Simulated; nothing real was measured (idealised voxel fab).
The following is a process module called voxel capacitor over wiring.
Section cut is 190 nm wide and gridded with 5 nm square cells.
In what follows, cross-sections appear as grids of square cells, described through bands that run from the top down, where every band is one or more rows of cells. Heads up on the band format: heights come first, top then bottom, in nm. After that it's the materials left to right, each with its width in nm. A single material flagged "all across" fills the whole band edge to edge, and "blank" means there's empty space there. Height 0 is the level under which the wafer as received is all one material. The lowest band goes on downwards, as in "0..down". The notation "30 to 40" denotes a width that varies across the rows of cells in the band, beginning at the first number in the top row, finishing at the second number in the bottom row, and changing by an identical amount from each row to the next. "no modification" for a step: no cell of the cross-section changed in that step. If an empty space has no open way to the top and is at least 8 cells in size, "Trapped cavities" lists it, written width x height at distance, where distance is measured from the left edge and every value is in nm. Whatever follows a step's settings on its line is a remark the simulator itself makes about that step. The "overlay nm" setting may appear on a step's line; for a step that uses a mask, it gives how far to the right of its planned position the mask lay, and a negative value indicates the left.
## This section lists the process steps that were planned
1,op RECEIVE | material Si
2,op CONFORMAL_DEP | material SiO2 | thk nm 10
3,op DIRECTIONAL_DEP | material TiN | thk nm 5
4,op DIRECTIONAL_DEP | material W | thk nm 25
5,op DIRECTIONAL_DEP | material aC | thk nm 10
6,op PATTERN | tone cover | mask id METAL_1 | material resist | width nm 20 | pitch nm 75 | thk nm 30 | overlay nm 0
7,op DIRECTIONAL_ETCH | etch materials aC | depth nm 10
8,op STRIP | etch materials resist
9,op DIRECTIONAL_ETCH | etch materials W | depth nm 25
10,op DIRECTIONAL_ETCH | etch materials TiN | depth nm 5
11,op STRIP | etch materials aC
12,op FILL_DEP | material lowk | thk nm 10
13,op CMP | height nm 40
14,op CONFORMAL_DEP | material SiCN | thk nm 5
15,op DIRECTIONAL_DEP | material lowk | thk nm 15
16,op MASKED_ETCH | tone open | mask id PLUG_1 | width nm 15 | etch materials lowk | depth nm 15 | overlay nm 0
17,op MASKED_ETCH | tone open | mask id PLUG_1 | width nm 15 | etch materials SiCN | depth nm 5 | overlay nm 0
18,op CONFORMAL_DEP | material TiN | thk nm 5
19,op FILL_DEP | material Cu | thk nm 5
20,op CMP | height nm 60
21,op DIRECTIONAL_DEP | material TiN | thk nm 10
22,op DIRECTIONAL_DEP | material SiN | thk nm 5
23,op DIRECTIONAL_DEP | material TiN | thk nm 10
24,op PATTERN | tone cover | mask id UPPER_PLATE | material resist | width nm 60 | thk nm 15 | overlay nm 0
25,op DIRECTIONAL_ETCH | etch materials TiN | depth nm 10
26,op DIRECTIONAL_ETCH | etch materials SiN | depth nm 5
27,op STRIP | etch materials resist
28,op PATTERN | tone cover | mask id LOWER_PLATE | material resist | width nm 70 | thk nm 15 | overlay nm 0
29,op DIRECTIONAL_ETCH | etch materials TiN | depth nm 10
30,op STRIP | etch materials resist
31,op FILL_DEP | material SiO2 | thk nm 20
32,op CMP | height nm 100
33,op MASKED_ETCH | tone open | mask id PLUG_2 | width nm 15 | etch materials SiO2 | depth nm 15 | overlay nm 0
34,op CONFORMAL_DEP | material TiN | thk nm 5
35,op FILL_DEP | material Cu | thk nm 10
36,op CMP | height nm 100
37,op CONFORMAL_DEP | material SiCN | thk nm 5
## Account of the first of two wafers, which was processed as intended
## Cross-section: wafer on arrival = after step 1
- 0..down: Si all across
- Trapped cavities: none
## Take a look at the wafer's cross-section after step 2
- 10..0: SiO2 all across
- Rest of section, below 0: as before.
## Take a look at the wafer's cross-section after step 3
- 15..10: TiN all across
- Rest of section, below 10: as before.
## Take a look at the wafer's cross-section after step 4
- 40..15: W all across
- Rest of section, below 15: as before.
## Take a look at the wafer's cross-section after step 5
- 50..40: aC all across
- Rest of section, below 40: as before.
## Take a look at the wafer's cross-section after step 6
- 80..50: blank (45), resist (20), blank (55), resist (20), blank (50)
- Rest of section, below 50: as before.
## Take a look at the wafer's cross-section after step 7
- 70..50: blank (45), resist (20), blank (55), resist (20), blank (50)
- 50..40: blank (45), aC (20), blank (55), aC (20), blank (50)
- Rest of section, below 40: as before.
## Take a look at the wafer's cross-section after step 8
- 50..40: blank (45), aC (20), blank (55), aC (20), blank (50)
- Rest of section, below 40: as before.
## Take a look at the wafer's cross-section after step 9
- 50..40: blank (45), aC (20), blank (55), aC (20), blank (50)
- 40..15: blank (45), W (20), blank (55), W (20), blank (50)
- Rest of section, below 15: as before.
## Take a look at the wafer's cross-section after step 10
- 50..40: blank (45), aC (20), blank (55), aC (20), blank (50)
- 40..15: blank (45), W (20), blank (55), W (20), blank (50)
- 15..10: blank (45), TiN (20), blank (55), TiN (20), blank (50)
- Rest of section, below 10: as before.
## Take a look at the wafer's cross-section after step 11
- 40..15: blank (45), W (20), blank (55), W (20), blank (50)
- Rest of section, below 15: as before.
## Take a look at the wafer's cross-section after step 12
- 50..40: lowk all across
- 40..15: lowk (45), W (20), lowk (55), W (20), lowk (50)
- 15..10: lowk (45), TiN (20), lowk (55), TiN (20), lowk (50)
- Rest of section, below 10: as before.
## Take a look at the wafer's cross-section after step 13
- 40..15: lowk (45), W (20), lowk (55), W (20), lowk (50)
- Rest of section, below 15: as before.
## Take a look at the wafer's cross-section after step 14
- 45..40: SiCN all across
- Rest of section, below 40: as before.
## Take a look at the wafer's cross-section after step 15
- 60..45: lowk all across
- Rest of section, below 45: as before.
## Take a look at the wafer's cross-section after step 16
- 60..45: lowk (50), blank (15), lowk (125)
- Rest of section, below 45: as before.
## Take a look at the wafer's cross-section after step 17
- 60..45: lowk (50), blank (15), lowk (125)
- 45..40: SiCN (50), blank (15), SiCN (125)
- Rest of section, below 40: as before.
## Take a look at the wafer's cross-section after step 18
- 65..60: TiN (55), blank (5), TiN (130)
- 60..45: lowk (50), TiN (5), blank (5), TiN (5), lowk (125)
- 45..40: SiCN (50), TiN (15), SiCN (125)
- Rest of section, below 40: as before.
## Take a look at the wafer's cross-section after step 19
- 70..65: Cu all across
- 65..60: TiN (55), Cu (5), TiN (130)
- 60..45: lowk (50), TiN (5), Cu (5), TiN (5), lowk (125)
- Rest of section, below 45: as before.
## Take a look at the wafer's cross-section after step 20
- 60..45: lowk (50), TiN (5), Cu (5), TiN (5), lowk (125)
- Rest of section, below 45: as before.
## Take a look at the wafer's cross-section after step 21
- 70..60: TiN all across
- Rest of section, below 60: as before.
## Take a look at the wafer's cross-section after step 22
- 75..70: SiN all across
- Rest of section, below 70: as before.
## Take a look at the wafer's cross-section after step 23
- 85..75: TiN all across
- Rest of section, below 75: as before.
## Take a look at the wafer's cross-section after step 24
- 100..85: blank (50), resist (60), blank (80)
- Rest of section, below 85: as before.
## Take a look at the wafer's cross-section after step 25
- 100..85: blank (50), resist (60), blank (80)
- 85..75: blank (50), TiN (60), blank (80)
- Rest of section, below 75: as before.
## Take a look at the wafer's cross-section after step 26
- 100..85: blank (50), resist (60), blank (80)
- 85..75: blank (50), TiN (60), blank (80)
- 75..70: blank (50), SiN (60), blank (80)
- Rest of section, below 70: as before.
## Take a look at the wafer's cross-section after step 27
- 85..75: blank (50), TiN (60), blank (80)
- Rest of section, below 75: as before.
## Take a look at the wafer's cross-section after step 28
- 100..85: blank (45), resist (70), blank (75)
- 85..75: blank (45), resist (5), TiN (60), resist (5), blank (75)
- 75..70: blank (45), resist (5), SiN (60), resist (5), blank (75)
- Rest of section, below 70: as before.
## Take a look at the wafer's cross-section after step 29
- 100..85: blank (45), resist (70), blank (75)
- 85..75: blank (45), resist (5), TiN (60), resist (5), blank (75)
- 75..70: blank (45), resist (5), SiN (60), resist (5), blank (75)
- 70..60: blank (45), TiN (70), blank (75)
- Rest of section, below 60: as before.
## Take a look at the wafer's cross-section after step 30
- 85..75: blank (50), TiN (60), blank (80)
- 75..70: blank (50), SiN (60), blank (80)
- Rest of section, below 70: as before.
## Take a look at the wafer's cross-section after step 31
- 105..85: SiO2 all across
- 85..75: SiO2 (50), TiN (60), SiO2 (80)
- 75..70: SiO2 (50), SiN (60), SiO2 (80)
- 70..60: SiO2 (45), TiN (70), SiO2 (75)
- Rest of section, below 60: as before.
## Take a look at the wafer's cross-section after step 32
- 100..85: SiO2 all across
- Rest of section, below 85: as before.
## Take a look at the wafer's cross-section after step 33
- 100..85: SiO2 (60), blank (15), SiO2 (115)
- Rest of section, below 85: as before.
## Take a look at the wafer's cross-section after step 34
- 105..100: TiN (65), blank (5), TiN (120)
- 100..90: SiO2 (60), TiN (5), blank (5), TiN (5), SiO2 (115)
- 90..85: SiO2 (60), TiN (15), SiO2 (115)
- Rest of section, below 85: as before.
## Take a look at the wafer's cross-section after step 35
- 115..105: Cu all across
- 105..100: TiN (65), Cu (5), TiN (120)
- 100..90: SiO2 (60), TiN (5), Cu (5), TiN (5), SiO2 (115)
- Rest of section, below 90: as before.
## Take a look at the wafer's cross-section after step 36
- 100..90: SiO2 (60), TiN (5), Cu (5), TiN (5), SiO2 (115)
- Rest of section, below 90: as before.
## Take a look at the wafer's cross-section after step 37
- 105..100: SiCN all across
- Rest of section, below 100: as before.
## It is to be noted that the second wafer proceeded from the same initial state and according to the same plan as the first, although one mistake was committed in its execution; through step 35, inclusive, the two wafers share an identical history
## Cross-section of the second wafer at the time by which step 36 should have been completed according to the plan
- 105..100: TiN (65), Cu (5), TiN (120)
- Rest of section, below 100: as before.
## Cross-section of the second wafer at the time by which step 37 should have been completed according to the plan
- 110..105: SiCN all across
- Rest of section, below 105: as before.
Processing error: planned and actual differ for step 36; actual: op CMP | height nm 105
Bottom line after processing is that, in cells, the second wafer is up or down on some materials versus the first: +1 Cu | +37 TiN
